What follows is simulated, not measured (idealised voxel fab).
process module | voxel ribs on slabs
cross-section cut | 285 nm wide | cells 5 nm
A cross-section is a grid of square cells, given in bands from the top down. A band is one or more rows of cells.
Each band's line starts with the height of the band's top and of its bottom, in nm. Then come its materials from left to right, each with its width in nm. One material with "throughout" fills the band from edge to edge. "air" is empty space.
Height 0 is the level under which the wafer as received is all one material. The lowest band goes on downwards, as in "0 down".
A width such as "30 to 40" changes by the same amount from each row of cells to the next, from the band's top row to its bottom row.
"no change" after a step means that no cell of the cross-section changed.
closed voids: empty space of 8 cells or more with no open way to the top, each as width x height at its distance from the left edge, in nm
after a step's settings: what the simulator itself notes on the step
overlay nm, on a step with a mask: how far to the right of its planned place the mask lay; to the left if negative
plan
1 op RECEIVE | material Si
2 op DIRECTIONAL_DEP | material SiO2 | thk nm 30
3 op DIRECTIONAL_DEP | material SiN | thk nm 25
4 op DIRECTIONAL_DEP | material aC | thk nm 10
5 op PATTERN | tone cover | mask id RIB | material resist | width nm 30 | thk nm 25 | overlay nm 0
6 op DIRECTIONAL_ETCH | etch materials aC | depth nm 10
7 op STRIP | etch materials resist
8 op DIRECTIONAL_ETCH | etch materials SiN | depth nm 5
9 op STRIP | etch materials aC
10 op MASKED_ETCH | tone cover | mask id SLAB | width nm 60 | etch materials SiN | depth nm 20 | overlay nm 0
11 op FILL_DEP | material SiO2 | thk nm 25
12 op CMP | height nm 70
13 op DIRECTIONAL_DEP | material TiN | thk nm 10
14 op PATTERN | tone cover | mask id HEATER | material resist | width nm 40 | thk nm 20 | overlay nm 0
15 op DIRECTIONAL_ETCH | etch materials TiN | depth nm 10
16 op STRIP | etch materials resist
17 op CONFORMAL_DEP | material SiN | thk nm 5
first wafer, as planned
as received, after step 1
  0 down: Si throughout
  closed voids: none
after step 2
  30 to 0: SiO2 throughout
  below 0: unchanged
after step 3
  55 to 30: SiN throughout
  below 30: unchanged
after step 4
  65 to 55: aC throughout
  below 55: unchanged
after step 5
  90 to 65: air 125 | resist 30 | air 130
  below 65: unchanged
after step 6
  80 to 65: air 125 | resist 30 | air 130
  65 to 55: air 125 | aC 30 | air 130
  below 55: unchanged
after step 7
  65 to 55: air 125 | aC 30 | air 130
  below 55: unchanged
after step 8
  65 to 55: air 125 | aC 30 | air 130
  55 to 50: air 125 | SiN 30 | air 130
  below 50: unchanged
after step 9
  55 to 50: air 125 | SiN 30 | air 130
  below 50: unchanged
after step 10
  55 to 50: air 125 | SiN 30 | air 130
  50 to 30: air 110 | SiN 60 | air 115
  below 30: unchanged
after step 11
  80 to 55: SiO2 throughout
  55 to 50: SiO2 125 | SiN 30 | SiO2 130
  50 to 30: SiO2 110 | SiN 60 | SiO2 115
  below 30: unchanged
after step 12
  70 to 55: SiO2 throughout
  below 55: unchanged
after step 13
  80 to 70: TiN throughout
  below 70: unchanged
after step 14
  100 to 80: air 120 | resist 40 | air 125
  below 80: unchanged
after step 15
  100 to 80: air 120 | resist 40 | air 125
  80 to 70: air 120 | TiN 40 | air 125
  below 70: unchanged
after step 16
  80 to 70: air 120 | TiN 40 | air 125
  below 70: unchanged
after step 17
  85 to 80: air 115 | SiN 50 | air 120
  80 to 75: air 115 | SiN 5 | TiN 40 | SiN 5 | air 120
  75 to 70: SiN 120 | TiN 40 | SiN 125
  below 70: unchanged
second wafer: like start, like plan, one mistake. Through step 16 it matches the first wafer
when step 17 should have ended: no change
what went wrong: step 17 was left out
at the end the second wafer has, in cells: 61 fewer of SiN
